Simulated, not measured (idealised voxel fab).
process module | voxel quadruple lines
cross-section cut | 215 nm wide | cells 5 nm
A cross-section is a grid of square cells, given in bands from the top down. A band is one or more rows of cells.
Each band's line starts with the height of the band's top and of its bottom, in nm. Then come its materials from left to right, each with its width in nm. One material with "throughout" fills the band from edge to edge. "air" is empty space.
Height 0 is the level under which the wafer as received is all one material. The lowest band goes on downwards, as in "0 down".
A width such as "30 to 40" changes by the same amount from each row of cells to the next, from the band's top row to its bottom row.
"no change" after a step means that no cell of the cross-section changed.
closed voids: empty space of 8 cells or more with no open way to the top, each as width x height at its distance from the left edge, in nm
after a step's settings: what the simulator itself notes on the step
overlay nm, on a step with a mask: how far to the right of its planned place the mask lay; to the left if negative
plan
1 op RECEIVE | material Si
2 op CONFORMAL_DEP | material SiO2 | thk nm 10
3 op DIRECTIONAL_DEP | material Ru | thk nm 15
4 op DIRECTIONAL_DEP | material polySi | thk nm 15
5 op DIRECTIONAL_DEP | material aC | thk nm 25
6 op PATTERN | tone cover | mask id MANDREL | material resist | width nm 20 | pitch nm 60 | thk nm 35 | overlay nm 0
7 op DIRECTIONAL_ETCH | etch materials aC | depth nm 25
8 op STRIP | etch materials resist
9 op CONFORMAL_DEP | material SiO2 | thk nm 10
10 op DIRECTIONAL_ETCH | etch materials SiO2 | depth nm 10
11 op STRIP | etch materials aC
12 op DIRECTIONAL_ETCH | etch materials polySi | depth nm 15
13 op STRIP | etch materials SiO2
14 op CONFORMAL_DEP | material SiCN | thk nm 5
15 op DIRECTIONAL_ETCH | etch materials SiCN | depth nm 5
16 op STRIP | etch materials polySi
17 op DIRECTIONAL_ETCH | etch materials Ru | depth nm 15
18 op STRIP | etch materials SiCN
19 op FILL_DEP | material lowk | thk nm 10
20 op CMP | height nm 25
first wafer, as planned
as received, after step 1
  0 down: Si throughout
  closed voids: none
after step 2
  10 to 0: SiO2 throughout
  below 0: unchanged
after step 3
  25 to 10: Ru throughout
  below 10: unchanged
after step 4
  40 to 25: polySi throughout
  below 25: unchanged
after step 5
  65 to 40: aC throughout
  below 40: unchanged
after step 6
  100 to 65: air 65 | resist 20 | air 40 | resist 20 | air 70
  below 65: unchanged
after step 7
  75 to 65: air 65 | resist 20 | air 40 | resist 20 | air 70
  65 to 40: air 65 | aC 20 | air 40 | aC 20 | air 70
  below 40: unchanged
after step 8
  65 to 40: air 65 | aC 20 | air 40 | aC 20 | air 70
  below 40: unchanged
after step 9
  75 to 65: air 55 | SiO2 40 | air 20 | SiO2 40 | air 60
  65 to 50: air 55 | SiO2 10 | aC 20 | SiO2 10 | air 20 | SiO2 10 | aC 20 | SiO2 10 | air 60
  50 to 40: SiO2 65 | aC 20 | SiO2 40 | aC 20 | SiO2 70
  below 40: unchanged
after step 10
  65 to 40: air 55 | SiO2 10 | aC 20 | SiO2 10 | air 20 | SiO2 10 | aC 20 | SiO2 10 | air 60
  below 40: unchanged
after step 11
  65 to 40: air 55 | SiO2 10 | air 20 | SiO2 10 | air 20 | SiO2 10 | air 20 | SiO2 10 | air 60
  below 40: unchanged
after step 12
  65 to 40: air 55 | SiO2 10 | air 20 | SiO2 10 | air 20 | SiO2 10 | air 20 | SiO2 10 | air 60
  40 to 25: air 55 | polySi 10 | air 20 | polySi 10 | air 20 | polySi 10 | air 20 | polySi 10 | air 60
  below 25: unchanged
after step 13
  40 to 25: air 55 | polySi 10 | air 20 | polySi 10 | air 20 | polySi 10 | air 20 | polySi 10 | air 60
  below 25: unchanged
after step 14
  45 to 40: air 50 | SiCN 20 | air 10 | SiCN 20 | air 10 | SiCN 20 | air 10 | SiCN 20 | air 55
  40 to 30: air 50 | SiCN 5 | polySi 10 | SiCN 5 | air 10 | SiCN 5 | polySi 10 | SiCN 5 | air 10 | SiCN 5 | polySi 10 | SiCN 5 | air 10 | SiCN 5 | polySi 10 | SiCN 5 | air 55
  30 to 25: SiCN 55 | polySi 10 | SiCN 20 | polySi 10 | SiCN 20 | polySi 10 | SiCN 20 | polySi 10 | SiCN 60
  below 25: unchanged
after step 15
  40 to 25: air 50 | SiCN 5 | polySi 10 | SiCN 5 | air 10 | SiCN 5 | polySi 10 | SiCN 5 | air 10 | SiCN 5 | polySi 10 | SiCN 5 | air 10 | SiCN 5 | polySi 10 | SiCN 5 | air 55
  below 25: unchanged
after step 16
  40 to 25: air 50 | SiCN 5 | air 10 | SiCN 5 | air 10 | SiCN 5 | air 10 | SiCN 5 | air 10 | SiCN 5 | air 10 | SiCN 5 | air 10 | SiCN 5 | air 10 | SiCN 5 | air 55
  below 25: unchanged
after step 17
  40 to 25: air 50 | SiCN 5 | air 10 | SiCN 5 | air 10 | SiCN 5 | air 10 | SiCN 5 | air 10 | SiCN 5 | air 10 | SiCN 5 | air 10 | SiCN 5 | air 10 | SiCN 5 | air 55
  25 to 10: air 50 | Ru 5 | air 10 | Ru 5 | air 10 | Ru 5 | air 10 | Ru 5 | air 10 | Ru 5 | air 10 | Ru 5 | air 10 | Ru 5 | air 10 | Ru 5 | air 55
  below 10: unchanged
after step 18
  25 to 10: air 50 | Ru 5 | air 10 | Ru 5 | air 10 | Ru 5 | air 10 | Ru 5 | air 10 | Ru 5 | air 10 | Ru 5 | air 10 | Ru 5 | air 10 | Ru 5 | air 55
  below 10: unchanged
after step 19
  35 to 25: lowk throughout
  25 to 10: lowk 50 | Ru 5 | lowk 10 | Ru 5 | lowk 10 | Ru 5 | lowk 10 | Ru 5 | lowk 10 | Ru 5 | lowk 10 | Ru 5 | lowk 10 | Ru 5 | lowk 10 | Ru 5 | lowk 55
  below 10: unchanged
after step 20
  25 to 10: lowk 50 | Ru 5 | lowk 10 | Ru 5 | lowk 10 | Ru 5 | lowk 10 | Ru 5 | lowk 10 | Ru 5 | lowk 10 | Ru 5 | lowk 10 | Ru 5 | lowk 10 | Ru 5 | lowk 55
  below 10: unchanged
second wafer: like start, like plan, one mistake. Through step 5 it matches the first wafer
when step 6 should have ended
  100 to 65: air 65 | resist 25 | air 35 | resist 25 | air 65
  below 65: unchanged
when step 7 should have ended
  75 to 65: air 65 | resist 25 | air 35 | resist 25 | air 65
  65 to 40: air 65 | aC 25 | air 35 | aC 25 | air 65
  below 40: unchanged
when step 8 should have ended
  65 to 40: air 65 | aC 25 | air 35 | aC 25 | air 65
  below 40: unchanged
when step 9 should have ended
  75 to 65: air 55 | SiO2 45 | air 15 | SiO2 45 | air 55
  65 to 50: air 55 | SiO2 10 | aC 25 | SiO2 10 | air 15 | SiO2 10 | aC 25 | SiO2 10 | air 55
  50 to 40: SiO2 65 | aC 25 | SiO2 35 | aC 25 | SiO2 65
  below 40: unchanged
when step 10 should have ended
  65 to 40: air 55 | SiO2 10 | aC 25 | SiO2 10 | air 15 | SiO2 10 | aC 25 | SiO2 10 | air 55
  below 40: unchanged
when step 11 should have ended
  65 to 40: air 55 | SiO2 10 | air 25 | SiO2 10 | air 15 | SiO2 10 | air 25 | SiO2 10 | air 55
  below 40: unchanged
when step 12 should have ended
  65 to 40: air 55 | SiO2 10 | air 25 | SiO2 10 | air 15 | SiO2 10 | air 25 | SiO2 10 | air 55
  40 to 25: air 55 | polySi 10 | air 25 | polySi 10 | air 15 | polySi 10 | air 25 | polySi 10 | air 55
  below 25: unchanged
when step 13 should have ended
  40 to 25: air 55 | polySi 10 | air 25 | polySi 10 | air 15 | polySi 10 | air 25 | polySi 10 | air 55
  below 25: unchanged
when step 14 should have ended
  45 to 40: air 50 | SiCN 20 | air 15 | SiCN 20 | air 5 | SiCN 20 | air 15 | SiCN 20 | air 50
  40 to 30: air 50 | SiCN 5 | polySi 10 | SiCN 5 | air 15 | SiCN 5 | polySi 10 | SiCN 5 | air 5 | SiCN 5 | polySi 10 | SiCN 5 | air 15 | SiCN 5 | polySi 10 | SiCN 5 | air 50
  30 to 25: SiCN 55 | polySi 10 | SiCN 25 | polySi 10 | SiCN 15 | polySi 10 | SiCN 25 | polySi 10 | SiCN 55
  below 25: unchanged
when step 15 should have ended
  40 to 25: air 50 | SiCN 5 | polySi 10 | SiCN 5 | air 15 | SiCN 5 | polySi 10 | SiCN 5 | air 5 | SiCN 5 | polySi 10 | SiCN 5 | air 15 | SiCN 5 | polySi 10 | SiCN 5 | air 50
  below 25: unchanged
when step 16 should have ended
  40 to 25: air 50 | SiCN 5 | air 10 | SiCN 5 | air 15 | SiCN 5 | air 10 | SiCN 5 | air 5 | SiCN 5 | air 10 | SiCN 5 | air 15 | SiCN 5 | air 10 | SiCN 5 | air 50
  below 25: unchanged
when step 17 should have ended
  40 to 25: air 50 | SiCN 5 | air 10 | SiCN 5 | air 15 | SiCN 5 | air 10 | SiCN 5 | air 5 | SiCN 5 | air 10 | SiCN 5 | air 15 | SiCN 5 | air 10 | SiCN 5 | air 50
  25 to 10: air 50 | Ru 5 | air 10 | Ru 5 | air 15 | Ru 5 | air 10 | Ru 5 | air 5 | Ru 5 | air 10 | Ru 5 | air 15 | Ru 5 | air 10 | Ru 5 | air 50
  below 10: unchanged
when step 18 should have ended
  25 to 10: air 50 | Ru 5 | air 10 | Ru 5 | air 15 | Ru 5 | air 10 | Ru 5 | air 5 | Ru 5 | air 10 | Ru 5 | air 15 | Ru 5 | air 10 | Ru 5 | air 50
  below 10: unchanged
when step 19 should have ended
  35 to 25: lowk throughout
  25 to 10: lowk 50 | Ru 5 | lowk 10 | Ru 5 | lowk 15 | Ru 5 | lowk 10 | Ru 5 | lowk 5 | Ru 5 | lowk 10 | Ru 5 | lowk 15 | Ru 5 | lowk 10 | Ru 5 | lowk 50
  below 10: unchanged
when step 20 should have ended
  25 to 10: lowk 50 | Ru 5 | lowk 10 | Ru 5 | lowk 15 | Ru 5 | lowk 10 | Ru 5 | lowk 5 | Ru 5 | lowk 10 | Ru 5 | lowk 15 | Ru 5 | lowk 10 | Ru 5 | lowk 50
  below 10: unchanged
what went wrong: step 6 ran as: op PATTERN | tone cover | mask id MANDREL | material resist | width nm 25 | pitch nm 60 | thk nm 35 | overlay nm 0
at the end the second wafer has, in cells: as many of each material as the first, in other places
